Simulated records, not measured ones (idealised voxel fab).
Process module heading - voxel ribs on slabs
Cross-section cut: width 185 nm, square cells of 5 nm.
Notation: cross-section as square-cell grid; stated in bands, top first, going down; one or more cell rows per band. Read a band's entry like this: the first values are the height of its top and the height of its bottom in nm, and what follows is the sequence of materials from left to right, each with its width in nm. Note that "air" is empty space, and that a single material marked "throughout" reaches across the band from edge to edge. Measure heights from 0. That's the level where, below it, the as-received wafer is all one material. The lowest band is bottomless and extends downward; write it as in "0..down". Note: "30 to 40" means the width goes from the first number (top row of the band) to the second number (bottom row) in equal steps per row of cells. "all unchanged" for a step: no cell of the cross-section changed in that step. This entry, "Encapsulated voids", enumerates those empty regions of no fewer than 8 cells that possess no open connection to the top. Each region is reported in the form width x height at distance, the distance being taken from the left edge, with all three quantities expressed in nm. Heads up: the bit after the settings on a step's line is the simulator's remark on that step. "overlay nm" answers the question of how far to the right of plan the mask lay on a step that has a mask, and when it is negative the answer is to the left.

-- So here's the lineup of process steps we planned
1. RECEIVE,material Si
2. DIRECTIONAL_DEP,material SiO2,thk nm 25
3. DIRECTIONAL_DEP,material SiN,thk nm 15
4. PATTERN,tone cover,mask id RIB,material resist,width nm 30,thk nm 15,overlay nm 0
5. DIRECTIONAL_ETCH,etch materials SiN,depth nm 5
6. STRIP,etch materials resist
7. DIRECTIONAL_DEP,material aC,thk nm 10
8. PATTERN,tone cover,mask id SLAB,material resist,width nm 60,thk nm 25,overlay nm 0
9. DIRECTIONAL_ETCH,etch materials aC,depth nm 10
10. STRIP,etch materials resist
11. DIRECTIONAL_ETCH,etch materials SiN,depth nm 10
12. STRIP,etch materials aC
13. FILL_DEP,material SiO2,thk nm 25
14. CMP,height nm 60
15. DIRECTIONAL_DEP,material W,thk nm 5
16. PATTERN,tone cover,mask id HEATER,material resist,width nm 40,thk nm 15,overlay nm 0
17. DIRECTIONAL_ETCH,etch materials W,depth nm 5
18. STRIP,etch materials resist
19. CONFORMAL_DEP,material SiN,thk nm 10

-- Cross-section, incoming material, after step 1
> 0..down: Si throughout
> Encapsulated voids: none

-- Run as planned - first of the two wafers cross-sectioned at the end of the module
> 75..70: 60 nm air, then 60 nm SiN, then 65 nm air
> 70..65: SiN throughout
> 65..60: 70 nm SiN, then 40 nm W, then 75 nm SiN
> 60..40: SiO2 throughout
> 40..35: 75 nm SiO2, then 30 nm SiN, then 80 nm SiO2
> 35..25: 60 nm SiO2, then 60 nm SiN, then 65 nm SiO2
> 25..0: SiO2 throughout
> 0..down: Si throughout
> Encapsulated voids: none

-- End of module, second wafer, cross-section. Started like the first, planned like the first, run with one mistake
> 80..75: 55 nm air, then 70 nm SiN, then 60 nm air
> 75..65: SiN throughout
> 65..60: 70 nm SiN, then 40 nm W, then 75 nm SiN
> 60..40: SiO2 throughout
> 40..35: 75 nm SiO2, then 30 nm SiN, then 80 nm SiO2
> 35..25: 60 nm SiO2, then 60 nm SiN, then 65 nm SiO2
> 25..0: SiO2 throughout
> 0..down: Si throughout
> Encapsulated voids: none
Short version of what went wrong: not per plan at step 19, really ran CONFORMAL_DEP,material SiN,thk nm 15
The final cell counts differ between the wafers, with the second having more or fewer of some materials than the first: SiN: 39 more
